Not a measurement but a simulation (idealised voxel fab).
Title: Process Module voxel transistor to metal
Displayed cross-section: cut, width of 275 nm, square cells sized 5 nm.
Cross-sections here: square-cell grids, written as top-down lists of bands, a band being one or more rows of cells.
The band entry comprises the height of the band's top followed by the height of its bottom, expressed in nm, and subsequently the band's materials from left to right, each stated together with its width in nm. Where a single material is marked with the word "edge to edge", that material fills the band from edge to edge. The word "empty" represents empty space.
Height 0 is the level under which the wafer as received is all one material. The lowest band goes on downwards, as in "0 -> down".
A two-number width, for instance "30 to 40", indicates that the width is equal to the first number in the top row of the band and to the second number in the bottom row, and that it changes by a constant amount per row of cells.
Basically "no modification" means that step didn't change any cell in the cross-section.
This entry, "Completely sealed voids", enumerates those empty regions of no fewer than 8 cells that possess no open connection to the top. Each region is reported in the form width x height at distance, the distance being taken from the left edge, with all three quantities expressed in nm.
Heads up: the bit after the settings on a step's line is the simulator's remark on that step.
Each step line may optionally specify "overlay nm", which for a step with a mask gives the rightward distance between the mask's planned place and where it lay, a negative value indicating the leftward direction.
-- plan
- 1: RECEIVE | material Si
- 2: CONFORMAL_DEP | material SiO2 | thk nm 5
- 3: CONFORMAL_DEP | material SiN | thk nm 10
- 4: PATTERN | tone cover | mask id ACTIVE | material resist | width nm 105 | pitch nm 125 | thk nm 15 | overlay nm 0
- 5: DIRECTIONAL_ETCH | etch materials SiN | depth nm 10
- 6: DIRECTIONAL_ETCH | etch materials SiO2 | depth nm 5
- 7: DIRECTIONAL_ETCH | etch materials Si | depth nm 25
- 8: STRIP | etch materials resist
- 9: OXIDIZE | depth nm 5
- 10: FILL_DEP | material SiO2 | thk nm 10
- 11: CMP | height nm 15
- 12: SELECTIVE_ETCH | etch materials SiO2 | depth nm 10
- 13: STRIP | etch materials SiN
- 14: SELECTIVE_ETCH | etch materials SiO2 | depth nm 5
- 15: OXIDIZE | depth nm 5
- 16: DIRECTIONAL_DEP | material polySi | thk nm 30
- 17: DIRECTIONAL_DEP | material SiCN | thk nm 10
- 18: MASKED_ETCH | tone cover | mask id GATE | width nm 25 | pitch nm 125 | etch materials SiCN | depth nm 20 | overlay nm 0
- 19: MASKED_ETCH | tone cover | mask id GATE | width nm 25 | pitch nm 125 | etch materials polySi | depth nm 40 | overlay nm 0
- 20: CONFORMAL_DEP | material SiO2 | thk nm 5
- 21: DIRECTIONAL_ETCH | etch materials SiO2 | depth nm 5
- 22: CONFORMAL_DEP | material SiN | thk nm 5
- 23: DIRECTIONAL_ETCH | etch materials SiN | depth nm 5
- 24: DIRECTIONAL_ETCH | etch materials SiO2 | depth nm 5
- 25: DIRECTIONAL_ETCH | etch materials Si | depth nm 15
- 26: EPI | material SiGe | thk nm 20
- 27: FILL_DEP | material SiO2 | thk nm 5
- 28: CMP | height nm 30
- 29: STRIP | etch materials polySi
- 30: SELECTIVE_ETCH | etch materials SiO2 | depth nm 5
- 31: CONFORMAL_DEP | material HfO2 | thk nm 5
- 32: CONFORMAL_DEP | material TiN | thk nm 5
- 33: FILL_DEP | material W | thk nm 5
- 34: CMP | height nm 25
- 35: DIRECTIONAL_DEP | material SiO2 | thk nm 10
- 36: PATTERN | tone open | mask id CONTACT | material resist | width nm 20 | thk nm 20 | overlay nm 0
- 37: DIRECTIONAL_ETCH | etch materials SiO2 | depth nm 35
- 38: STRIP | etch materials resist
- 39: CONFORMAL_DEP | material TiN | thk nm 5
- 40: FILL_DEP | material Ru | thk nm 10
- 41: CMP | height nm 35
- 42: DIRECTIONAL_DEP | material TiN | thk nm 5
- 43: DIRECTIONAL_DEP | material Ru | thk nm 25
- 44: DIRECTIONAL_DEP | material aC | thk nm 10
- 45: PATTERN | tone cover | mask id METAL_1 | material resist | width nm 20 | thk nm 30 | overlay nm 0
- 46: DIRECTIONAL_ETCH | etch materials aC | depth nm 10
- 47: STRIP | etch materials resist
- 48: DIRECTIONAL_ETCH | etch materials Ru | depth nm 25
- 49: DIRECTIONAL_ETCH | etch materials TiN | depth nm 5
- 50: STRIP | etch materials aC
- 51: CONFORMAL_DEP | material SiN | thk nm 5
- 52: FILL_DEP | material lowk | thk nm 10
- 53: CMP | height nm 65
- 54: CONFORMAL_DEP | material SiCN | thk nm 5
-- Wafer cross-section on receipt, i.e. after step 1
> 0 -> down  Si edge to edge
> Completely sealed voids: none
-- Look at the cross-section after the module: the wafer started out the way shown above and the plan was the one shown above, yet one mistake was made along the way
> 70 -> 65  SiCN edge to edge
> 65 -> 40  20 nm lowk / 5 nm SiN / 20 nm Ru / 5 nm SiN / 45 nm lowk / 5 nm SiN / 20 nm Ru / 5 nm SiN / 20 nm lowk / 5 nm SiN / 20 nm Ru / 5 nm SiN / 45 nm lowk / 5 nm SiN / 20 nm Ru / 5 nm SiN / 25 nm lowk
> 40 -> 35  25 nm SiN / 20 nm TiN / 55 nm SiN / 20 nm TiN / 30 nm SiN / 20 nm TiN / 55 nm SiN / 20 nm TiN / 30 nm SiN
> 35 -> 25  25 nm SiO2 / 5 nm TiN / 10 nm Ru / 5 nm TiN / 55 nm SiO2 / 5 nm TiN / 10 nm Ru / 5 nm TiN / 30 nm SiO2 / 5 nm TiN / 10 nm Ru / 5 nm TiN / 55 nm SiO2 / 5 nm TiN / 10 nm Ru / 5 nm TiN / 30 nm SiO2
> 25 -> 20  25 nm SiO2 / 5 nm TiN / 10 nm Ru / 5 nm TiN / 5 nm SiO2 / 5 nm SiN / 5 nm HfO2 / 5 nm TiN / 15 nm W / 5 nm TiN / 5 nm HfO2 / 5 nm SiN / 5 nm SiO2 / 5 nm TiN / 10 nm Ru / 5 nm TiN / 30 nm SiO2 / 5 nm TiN / 10 nm Ru / 5 nm TiN / 5 nm SiO2 / 5 nm SiN / 5 nm HfO2 / 5 nm TiN / 15 nm W / 5 nm TiN / 5 nm HfO2 / 5 nm SiN / 5 nm SiO2 / 5 nm TiN / 10 nm Ru / 5 nm TiN / 30 nm SiO2
> 20 -> 15  25 nm SiO2 / 20 nm TiN / 5 nm SiO2 / 5 nm SiN / 5 nm HfO2 / 5 nm TiN / 15 nm W / 5 nm TiN / 5 nm HfO2 / 5 nm SiN / 5 nm SiO2 / 20 nm TiN / 30 nm SiO2 / 20 nm TiN / 5 nm SiO2 / 5 nm SiN / 5 nm HfO2 / 5 nm TiN / 15 nm W / 5 nm TiN / 5 nm HfO2 / 5 nm SiN / 5 nm SiO2 / 20 nm TiN / 30 nm SiO2
> 15 -> 10  25 nm SiO2 / 5 nm TiN / 20 nm SiGe / 5 nm SiN / 5 nm HfO2 / 5 nm TiN / 15 nm W / 5 nm TiN / 5 nm HfO2 / 5 nm SiN / 20 nm SiGe / 5 nm TiN / 30 nm SiO2 / 5 nm TiN / 20 nm SiGe / 5 nm SiN / 5 nm HfO2 / 5 nm TiN / 15 nm W / 5 nm TiN / 5 nm HfO2 / 5 nm SiN / 20 nm SiGe / 5 nm TiN / 30 nm SiO2
> 10 -> 5  15 nm SiO2 / 35 nm SiGe / 5 nm SiN / 5 nm HfO2 / 5 nm TiN / 15 nm W / 5 nm TiN / 5 nm HfO2 / 5 nm SiN / 35 nm SiGe / 10 nm SiO2 / 35 nm SiGe / 5 nm SiN / 5 nm HfO2 / 5 nm TiN / 15 nm W / 5 nm TiN / 5 nm HfO2 / 5 nm SiN / 35 nm SiGe / 20 nm SiO2
> 5 -> 0  15 nm SiO2 / 35 nm SiGe / 5 nm SiN / 5 nm HfO2 / 25 nm TiN / 5 nm HfO2 / 5 nm SiN / 35 nm SiGe / 10 nm SiO2 / 35 nm SiGe / 5 nm SiN / 5 nm HfO2 / 25 nm TiN / 5 nm HfO2 / 5 nm SiN / 35 nm SiGe / 20 nm SiO2
> 0 -> -5  15 nm SiO2 / 35 nm SiGe / 5 nm SiO2 / 35 nm HfO2 / 5 nm SiO2 / 35 nm SiGe / 10 nm SiO2 / 35 nm SiGe / 5 nm SiO2 / 35 nm HfO2 / 5 nm SiO2 / 35 nm SiGe / 20 nm SiO2
> -5 -> -10  30 nm SiO2 / 20 nm SiGe / 45 nm Si / 20 nm SiGe / 40 nm SiO2 / 20 nm SiGe / 45 nm Si / 20 nm SiGe / 35 nm SiO2
> -10 -> -20  25 nm SiO2 / 5 nm Si / 20 nm SiGe / 45 nm Si / 20 nm SiGe / 5 nm Si / 30 nm SiO2 / 5 nm Si / 20 nm SiGe / 45 nm Si / 20 nm SiGe / 5 nm Si / 30 nm SiO2
> -20 -> -30  25 nm SiO2 / 95 nm Si / 30 nm SiO2 / 95 nm Si / 30 nm SiO2
> -30 -> down  Si edge to edge
> Completely sealed voids: none
What was done differently from what was planned? step 2 of the plan got skipped, so it never ran
